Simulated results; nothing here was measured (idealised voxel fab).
The following process module bears the name voxel self aligned contacts.
Section shown: cut. Width: 180 nm. Cell size: 5 nm, square.
Each cross-section below is a grid of square cells, stated as bands in top-down order, with one or more rows of cells making up each band.
Band entry format. Leading values: height of top, height of bottom, nm. Remainder: materials in left-to-right order, each with its width in nm. Special words: "all across" on a single material, which then fills the band edge to edge; "blank", empty space.
Height datum 0, below which the as-received substrate wafer is one material. Lowest band open at the bottom, running downward: "0 down".
A two-number width, for instance "30..40", indicates that the width is equal to the first number in the top row of the band and to the second number in the bottom row, and that it changes by a constant amount per row of cells.
For the purposes of this document, the phrase "changes: none" attached to a step denotes that no cell within the cross-section was modified by that step.
For the entry "Fully enclosed voids", the listed items are empty spaces with no open way to the top whose size is 8 cells or more; each item follows the pattern width x height at distance, where distance is from the left edge and all three are in nm.
Where a step's line continues beyond its settings, the continuation is a remark by the simulator itself on that step.
On any step carrying a mask, the "overlay nm" setting, if present on the step's line, tells how far right of its planned place the mask lay; negative values point to the left.

# plan
1) RECEIVE [material Si]
2) OXIDIZE [depth nm 5]
3) DIRECTIONAL_DEP [material polySi] [thk nm 25]
4) DIRECTIONAL_DEP [material SiN] [thk nm 15]
5) PATTERN [tone cover] [mask id GATE] [material resist] [width nm 30] [pitch nm 60] [thk nm 20] [overlay nm 0]
6) DIRECTIONAL_ETCH [etch materials SiN] [depth nm 15]
7) DIRECTIONAL_ETCH [etch materials polySi] [depth nm 25]
8) STRIP [etch materials resist]
9) CONFORMAL_DEP [material SiN] [thk nm 5]
10) DIRECTIONAL_ETCH [etch materials SiN] [depth nm 5]
11) FILL_DEP [material SiO2] [thk nm 15]
12) CMP [height nm 50]
13) MASKED_ETCH [tone open] [mask id CONTACT] [width nm 40] [etch materials SiO2] [depth nm 55] [overlay nm 0]
14) CONFORMAL_DEP [material TiN] [thk nm 5]
15) FILL_DEP [material W] [thk nm 5]
16) CMP [height nm 50]
17) CONFORMAL_DEP [material SiCN] [thk nm 5]

# The first of two wafers, run as planned

# Wafer at receipt (post step 1), cross-section
0 down | Si all across
Fully enclosed voids: none

# So this is the wafer cross-section right after step 2
0 to -5 | SiO2 all across
Beneath the level -5, the cross-section is identical to its previous state.

# So this is the wafer cross-section right after step 3
25 to 0 | polySi all across
Beneath the level 0, the cross-section is identical to its previous state.

# So this is the wafer cross-section right after step 4
40 to 25 | SiN all across
Beneath the level 25, the cross-section is identical to its previous state.

# So this is the wafer cross-section right after step 5
60 to 40 | 45 blank, then 30 resist, then 30 blank, then 30 resist, then 45 blank
Beneath the level 40, the cross-section is identical to its previous state.

# So this is the wafer cross-section right after step 6
60 to 40 | 45 blank, then 30 resist, then 30 blank, then 30 resist, then 45 blank
40 to 25 | 45 blank, then 30 SiN, then 30 blank, then 30 SiN, then 45 blank
Beneath the level 25, the cross-section is identical to its previous state.

# So this is the wafer cross-section right after step 7
60 to 40 | 45 blank, then 30 resist, then 30 blank, then 30 resist, then 45 blank
40 to 25 | 45 blank, then 30 SiN, then 30 blank, then 30 SiN, then 45 blank
25 to 0 | 45 blank, then 30 polySi, then 30 blank, then 30 polySi, then 45 blank
Beneath the level 0, the cross-section is identical to its previous state.

# So this is the wafer cross-section right after step 8
40 to 25 | 45 blank, then 30 SiN, then 30 blank, then 30 SiN, then 45 blank
Beneath the level 25, the cross-section is identical to its previous state.

# So this is the wafer cross-section right after step 9
45 to 25 | 40 blank, then 40 SiN, then 20 blank, then 40 SiN, then 40 blank
25 to 5 | 40 blank, then 5 SiN, then 30 polySi, then 5 SiN, then 20 blank, then 5 SiN, then 30 polySi, then 5 SiN, then 40 blank
5 to 0 | 45 SiN, then 30 polySi, then 30 SiN, then 30 polySi, then 45 SiN
Beneath the level 0, the cross-section is identical to its previous state.

# So this is the wafer cross-section right after step 10
40 to 25 | 40 blank, then 40 SiN, then 20 blank, then 40 SiN, then 40 blank
25 to 0 | 40 blank, then 5 SiN, then 30 polySi, then 5 SiN, then 20 blank, then 5 SiN, then 30 polySi, then 5 SiN, then 40 blank
Beneath the level 0, the cross-section is identical to its previous state.

# So this is the wafer cross-section right after step 11
55 to 40 | SiO2 all across
40 to 25 | 40 SiO2, then 40 SiN, then 20 SiO2, then 40 SiN, then 40 SiO2
25 to 0 | 40 SiO2, then 5 SiN, then 30 polySi, then 5 SiN, then 20 SiO2, then 5 SiN, then 30 polySi, then 5 SiN, then 40 SiO2
Beneath the level 0, the cross-section is identical to its previous state.

# So this is the wafer cross-section right after step 12
50 to 40 | SiO2 all across
Beneath the level 40, the cross-section is identical to its previous state.

# So this is the wafer cross-section right after step 13
50 to 40 | 70 SiO2, then 40 blank, then 70 SiO2
40 to 25 | 40 SiO2, then 40 SiN, then 20 blank, then 40 SiN, then 40 SiO2
25 to 0 | 40 SiO2, then 5 SiN, then 30 polySi, then 5 SiN, then 20 blank, then 5 SiN, then 30 polySi, then 5 SiN, then 40 SiO2
0 to -5 | 80 SiO2, then 20 blank, then 80 SiO2
Beneath the level -5, the cross-section is identical to its previous state.

# So this is the wafer cross-section right after step 14
55 to 50 | 75 TiN, then 30 blank, then 75 TiN
50 to 40 | 70 SiO2, then 5..15 TiN, then 30..10 blank, then 5..15 TiN, then 70 SiO2
40 to 25 | 40 SiO2, then 40 SiN, then 5 TiN, then 10 blank, then 5 TiN, then 40 SiN, then 40 SiO2
25 to 0 | 40 SiO2, then 5 SiN, then 30 polySi, then 5 SiN, then 5 TiN, then 10 blank, then 5 TiN, then 5 SiN, then 30 polySi, then 5 SiN, then 40 SiO2
0 to -5 | 80 SiO2, then 20 TiN, then 80 SiO2
Beneath the level -5, the cross-section is identical to its previous state.

# So this is the wafer cross-section right after step 15
60 to 55 | W all across
55 to 50 | 75 TiN, then 30 W, then 75 TiN
50 to 40 | 70 SiO2, then 5..15 TiN, then 30..10 W, then 5..15 TiN, then 70 SiO2
40 to 25 | 40 SiO2, then 40 SiN, then 5 TiN, then 10 W, then 5 TiN, then 40 SiN, then 40 SiO2
25 to 0 | 40 SiO2, then 5 SiN, then 30 polySi, then 5 SiN, then 5 TiN, then 10 W, then 5 TiN, then 5 SiN, then 30 polySi, then 5 SiN, then 40 SiO2
Beneath the level 0, the cross-section is identical to its previous state.

# So this is the wafer cross-section right after step 16
50 to 40 | 70 SiO2, then 5..15 TiN, then 30..10 W, then 5..15 TiN, then 70 SiO2
Beneath the level 40, the cross-section is identical to its previous state.

# So this is the wafer cross-section right after step 17
55 to 50 | SiCN all across
Beneath the level 50, the cross-section is identical to its previous state.

# Wafer two of two - same starting point, same process plan, one mistake in execution; matches wafer one up to and including step 3

# Planned end of step 4: second wafer, cross-section
55 to 25 | SiN all across
Beneath the level 25, the cross-section is identical to its previous state.

# Planned end of step 5: second wafer, cross-section
75 to 55 | 45 blank, then 30 resist, then 30 blank, then 30 resist, then 45 blank
Beneath the level 55, the cross-section is identical to its previous state.

# Planned end of step 6: second wafer, cross-section
75 to 55 | 45 blank, then 30 resist, then 30 blank, then 30 resist, then 45 blank
55 to 40 | 45 blank, then 30 SiN, then 30 blank, then 30 SiN, then 45 blank
Beneath the level 40, the cross-section is identical to its previous state.

Planned end of step 7: second wafer, cross-section: changes: none

# Planned end of step 8: second wafer, cross-section
55 to 40 | 45 blank, then 30 SiN, then 30 blank, then 30 SiN, then 45 blank
Beneath the level 40, the cross-section is identical to its previous state.

# Planned end of step 9: second wafer, cross-section
60 to 45 | 40 blank, then 40 SiN, then 20 blank, then 40 SiN, then 40 blank
45 to 25 | SiN all across
Beneath the level 25, the cross-section is identical to its previous state.

# Planned end of step 10: second wafer, cross-section
55 to 40 | 40 blank, then 40 SiN, then 20 blank, then 40 SiN, then 40 blank
Beneath the level 40, the cross-section is identical to its previous state.

# Planned end of step 11: second wafer, cross-section
70 to 55 | SiO2 all across
55 to 40 | 40 SiO2, then 40 SiN, then 20 SiO2, then 40 SiN, then 40 SiO2
Beneath the level 40, the cross-section is identical to its previous state.

# Planned end of step 12: second wafer, cross-section
50 to 40 | 40 SiO2, then 40 SiN, then 20 SiO2, then 40 SiN, then 40 SiO2
Beneath the level 40, the cross-section is identical to its previous state.

# Planned end of step 13: second wafer, cross-section
50 to 40 | 40 SiO2, then 40 SiN, then 20 blank, then 40 SiN, then 40 SiO2
Beneath the level 40, the cross-section is identical to its previous state.

# Planned end of step 14: second wafer, cross-section
55 to 50 | 85 TiN, then 10 blank, then 85 TiN
50 to 45 | 40 SiO2, then 40 SiN, then 5 TiN, then 10 blank, then 5 TiN, then 40 SiN, then 40 SiO2
45 to 40 | 40 SiO2, then 40 SiN, then 20 TiN, then 40 SiN, then 40 SiO2
Beneath the level 40, the cross-section is identical to its previous state.

# Planned end of step 15: second wafer, cross-section
60 to 55 | W all across
55 to 50 | 85 TiN, then 10 W, then 85 TiN
50 to 45 | 40 SiO2, then 40 SiN, then 5 TiN, then 10 W, then 5 TiN, then 40 SiN, then 40 SiO2
Beneath the level 45, the cross-section is identical to its previous state.

# Planned end of step 16: second wafer, cross-section
50 to 45 | 40 SiO2, then 40 SiN, then 5 TiN, then 10 W, then 5 TiN, then 40 SiN, then 40 SiO2
Beneath the level 45, the cross-section is identical to its previous state.

# Planned end of step 17: second wafer, cross-section
55 to 50 | SiCN all across
Beneath the level 50, the cross-section is identical to its previous state.
What broke from the plan during processing? plan step 4 was twice executed
Looking at both finished wafers in cells, the second ends up ahead of or behind the first on some materials: +72 SiN; -148 SiO2; -22 TiN; -22 W; +120 polySi
